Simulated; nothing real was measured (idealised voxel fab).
This is a process module. Its name is voxel air gaps.
Section shown: cut. Width: 285 nm. Cell size: 5 nm, square.
A cross-section is written here as square cells arranged in a grid, and it is given in bands from the top down, each band taking up one or more rows of cells. Within each band entry, the heights of the top and of the bottom of the band appear first, in that order and in nm; the materials of the band then follow from left to right, each with its corresponding width in nm. The designation "edge to edge" on a single material indicates that it fills the band from edge to edge; the designation "air" indicates empty space. Zero point of the height axis is 0; under it, received wafer = one material. Lowest band: continues down indefinitely, "0 and below". Width: "30->40" (first number = top row, second number = bottom row, same change from row to row of cells). Where a step carries "no alterations made", the cross-section came out of it unchanged, cell for cell. Listed in "Fully sealed cavities": every empty space of 8 or more cells without an open way to the top. Form: width x height at distance, the distance being from the left edge, all in nm. The remark found on a step's line after its settings is issued by the simulator itself and pertains to that step. "overlay nm" denotes, for a step that has a mask, the displacement of the mask to the right of its planned place, with negative values corresponding to the left.
[The planned process steps are enumerated hereunder]
- 1: RECEIVE with material Si
- 2: CONFORMAL_DEP with material SiO2, thk nm 15
- 3: CONFORMAL_DEP with material SiN, thk nm 5
- 4: DIRECTIONAL_DEP with material SiO2, thk nm 35
- 5: PATTERN with tone open, mask id LINES, material resist, width nm 25, pitch nm 50, thk nm 20, overlay nm 0
- 6: DIRECTIONAL_ETCH with etch materials SiO2, depth nm 35
- 7: STRIP with etch materials resist
- 8: CONFORMAL_DEP with material TiN, thk nm 5
- 9: FILL_DEP with material W, thk nm 5
- 10: CMP with height nm 55
- 11: EPI with material Ru, thk nm 10
- 12: SELECTIVE_ETCH with etch materials SiO2, depth nm 45
- 13: CONFORMAL_DEP with material SiCN, thk nm 5
[Concerning the first of two wafers, which was run in accordance with the plan]
[Cross-section, incoming material, after step 1]
  0 and below  Si edge to edge
  Fully sealed cavities: none
[Wafer after step 2 (cross-section)]
  15 down to 0  SiO2 edge to edge
  Nothing below the height 0 has changed.
[Wafer after step 3 (cross-section)]
  20 down to 15  SiN edge to edge
  Nothing below the height 15 has changed.
[Wafer after step 4 (cross-section)]
  55 down to 20  SiO2 edge to edge
  Nothing below the height 20 has changed.
[Wafer after step 5 (cross-section)]
  75 down to 55  80 resist  25 air  25 resist  25 air  25 resist  25 air  80 resist
  Nothing below the height 55 has changed.
[Wafer after step 6 (cross-section)]
  75 down to 55  80 resist  25 air  25 resist  25 air  25 resist  25 air  80 resist
  55 down to 20  80 SiO2  25 air  25 SiO2  25 air  25 SiO2  25 air  80 SiO2
  Nothing below the height 20 has changed.
[Wafer after step 7 (cross-section)]
  55 down to 20  80 SiO2  25 air  25 SiO2  25 air  25 SiO2  25 air  80 SiO2
  Nothing below the height 20 has changed.
[Wafer after step 8 (cross-section)]
  60 down to 55  85 TiN  15 air  35 TiN  15 air  35 TiN  15 air  85 TiN
  55 down to 25  80 SiO2  5 TiN  15 air  5 TiN  25 SiO2  5 TiN  15 air  5 TiN  25 SiO2  5 TiN  15 air  5 TiN  80 SiO2
  25 down to 20  80 SiO2  25 TiN  25 SiO2  25 TiN  25 SiO2  25 TiN  80 SiO2
  Nothing below the height 20 has changed.
[Wafer after step 9 (cross-section)]
  65 down to 60  W edge to edge
  60 down to 55  85 TiN  15 W  35 TiN  15 W  35 TiN  15 W  85 TiN
  55 down to 25  80 SiO2  5 TiN  15 W  5 TiN  25 SiO2  5 TiN  15 W  5 TiN  25 SiO2  5 TiN  15 W  5 TiN  80 SiO2
  Nothing below the height 25 has changed.
[Wafer after step 10 (cross-section)]
  55 down to 25  80 SiO2  5 TiN  15 W  5 TiN  25 SiO2  5 TiN  15 W  5 TiN  25 SiO2  5 TiN  15 W  5 TiN  80 SiO2
  Nothing below the height 25 has changed.
[Wafer after step 11 (cross-section)]
  65 down to 55  70 air  45 Ru  5 air  45 Ru  5 air  45 Ru  70 air
  Nothing below the height 55 has changed.
[Wafer after step 12 (cross-section)]
  65 down to 55  70 air  45 Ru  5 air  45 Ru  5 air  45 Ru  70 air
  55 down to 25  80 air  5 TiN  15 W  5 TiN  25 air  5 TiN  15 W  5 TiN  25 air  5 TiN  15 W  5 TiN  80 air
  25 down to 20  80 air  25 TiN  25 air  25 TiN  25 air  25 TiN  80 air
  Nothing below the height 20 has changed.
[Wafer after step 13 (cross-section)]
  70 down to 65  65 air  155 SiCN  65 air
  65 down to 55  65 air  5 SiCN  45 Ru  5 SiCN  45 Ru  5 SiCN  45 Ru  5 SiCN  65 air
  55 down to 50  65 air  15 SiCN  5 TiN  15 W  5 TiN  25 SiCN  5 TiN  15 W  5 TiN  25 SiCN  5 TiN  15 W  5 TiN  15 SiCN  65 air
  50 down to 25  75 air  5 SiCN  5 TiN  15 W  5 TiN  5 SiCN  15 air  5 SiCN  5 TiN  15 W  5 TiN  5 SiCN  15 air  5 SiCN  5 TiN  15 W  5 TiN  5 SiCN  75 air
  25 down to 20  80 SiCN  25 TiN  25 SiCN  25 TiN  25 SiCN  25 TiN  80 SiCN
  Nothing below the height 20 has changed.
  Fully sealed cavities: 15 x 25 at 110; 15 x 25 at 160
[It is to be noted that the second wafer proceeded from the same initial state and according to the same plan as the first, although one mistake was committed in its execution; through step 2, inclusive, the two wafers share an identical history]
Second wafer, section view, time point: scheduled end of step 3: no alterations made
[Second wafer, section view, time point: scheduled end of step 4]
  50 down to 0  SiO2 edge to edge
  Nothing below the height 0 has changed.
[Second wafer, section view, time point: scheduled end of step 5]
  70 down to 50  80 resist  25 air  25 resist  25 air  25 resist  25 air  80 resist
  Nothing below the height 50 has changed.
[Second wafer, section view, time point: scheduled end of step 6]
  70 down to 50  80 resist  25 air  25 resist  25 air  25 resist  25 air  80 resist
  50 down to 15  80 SiO2  25 air  25 SiO2  25 air  25 SiO2  25 air  80 SiO2
  Nothing below the height 15 has changed.
[Second wafer, section view, time point: scheduled end of step 7]
  50 down to 15  80 SiO2  25 air  25 SiO2  25 air  25 SiO2  25 air  80 SiO2
  Nothing below the height 15 has changed.
[Second wafer, section view, time point: scheduled end of step 8]
  55 down to 50  85 TiN  15 air  35 TiN  15 air  35 TiN  15 air  85 TiN
  50 down to 20  80 SiO2  5 TiN  15 air  5 TiN  25 SiO2  5 TiN  15 air  5 TiN  25 SiO2  5 TiN  15 air  5 TiN  80 SiO2
  20 down to 15  80 SiO2  25 TiN  25 SiO2  25 TiN  25 SiO2  25 TiN  80 SiO2
  Nothing below the height 15 has changed.
[Second wafer, section view, time point: scheduled end of step 9]
  60 down to 55  W edge to edge
  55 down to 50  85 TiN  15 W  35 TiN  15 W  35 TiN  15 W  85 TiN
  50 down to 20  80 SiO2  5 TiN  15 W  5 TiN  25 SiO2  5 TiN  15 W  5 TiN  25 SiO2  5 TiN  15 W  5 TiN  80 SiO2
  Nothing below the height 20 has changed.
[Second wafer, section view, time point: scheduled end of step 10]
  55 down to 50  85 TiN  15 W  35 TiN  15 W  35 TiN  15 W  85 TiN
  Nothing below the height 50 has changed.
[Second wafer, section view, time point: scheduled end of step 11]
  65 down to 55  Ru edge to edge
  Nothing below the height 55 has changed.
Second wafer, section view, time point: scheduled end of step 12: no alterations made
[Second wafer, section view, time point: scheduled end of step 13]
  70 down to 65  SiCN edge to edge
  Nothing below the height 65 has changed.
What broke from the plan during processing? step 3 of the plan was bypassed and not carried out
In the final state, the cell counts of the second wafer exceed or fall short of those of the first for the following materials: Ru +60 | SiCN -70 | SiN -57 | SiO2 +294 | TiN +48 | W +9
Heads up: the first wafer ends with 2 closed voids, the second with 0.
